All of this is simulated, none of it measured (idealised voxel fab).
This section sets out a process module, namely voxel self aligned contacts.
Pictured: cross-section cut, 260 nm wide, on a grid of 5 nm square cells.
Cross-section, as written here: a square-cell grid given band by band from the top down, where a band holds one or more rows of cells. This entry defines a band. It first specifies the height of the band's top and the height of its bottom in nm, and then specifies the band's materials from left to right, stating each material with its width in nm. The word "all across" identifies a single material that fills the band from edge to edge, while the word "blank" identifies empty space. Height is counted from the level 0, under which the received wafer is composed throughout of one material. The lowest of the bands is not closed at the bottom but continues downward, in the notation "0 down". The expression "30 to 40" gives the width at the extremes of the band, the first number at its top row of cells and the second at its bottom row, with the width changing by equal amounts from each row to the next in between. Step marked "everything unchanged"? Then no cell in the cross-section changed in it. What "Closed void register" gives you is every empty space of 8 cells or more that is cut off from the top. Each appears as width x height at distance, with the distance taken from the left edge and width, height and distance all in nm. On each step's line, the part that comes after the settings is the simulator's own comment on the step. overlay nm: where the mask lay relative to plan, measured to the right, on steps with a mask; negatives go left.

Steps planned for the process:
step 1: RECEIVE (material Si)
step 2: OXIDIZE (depth nm 5)
step 3: DIRECTIONAL_DEP (material polySi; thk nm 30)
step 4: DIRECTIONAL_DEP (material SiN; thk nm 15)
step 5: DIRECTIONAL_DEP (material aC; thk nm 10)
step 6: PATTERN (tone cover; mask id GATE; material resist; width nm 30; pitch nm 55; thk nm 30; overlay nm 0)
step 7: DIRECTIONAL_ETCH (etch materials aC; depth nm 10)
step 8: STRIP (etch materials resist)
step 9: DIRECTIONAL_ETCH (etch materials SiN; depth nm 15)
step 10: DIRECTIONAL_ETCH (etch materials polySi; depth nm 30)
step 11: STRIP (etch materials aC)
step 12: CONFORMAL_DEP (material SiN; thk nm 5)
step 13: DIRECTIONAL_ETCH (etch materials SiN; depth nm 5)
step 14: FILL_DEP (material SiO2; thk nm 15)
step 15: CMP (height nm 50)
step 16: MASKED_ETCH (tone open; mask id CONTACT; width nm 35; etch materials SiO2; depth nm 55; overlay nm 0)
step 17: CONFORMAL_DEP (material TiN; thk nm 5)
step 18: FILL_DEP (material Ru; thk nm 5)
step 19: CMP (height nm 50)
step 20: CONFORMAL_DEP (material SiN; thk nm 5)

Wafer at receipt (post step 1), cross-section:
	0 down  Si all across
	Closed void register: none

The plan above was carried out on the starting structure above with one mistake, and this cross-section shows the wafer at the end of the module:
	55 to 50  SiN all across
	50 to 45  SiO2 110, TiN 35, SiO2 115
	45 to 30  SiN 90, SiO2 20, SiN 35, SiO2 20, SiN 95
	30 to 0  polySi 85, SiN 5, SiO2 20, SiN 5, polySi 25, SiN 5, SiO2 20, SiN 5, polySi 90
	0 to -5  SiO2 all across
	-5 down  Si all across
	Closed void register: none
Misprocessing identified: step 6 changed vs plan, executed as PATTERN (tone open; mask id GATE; material resist; width nm 30; pitch nm 55; thk nm 30; overlay nm 0)
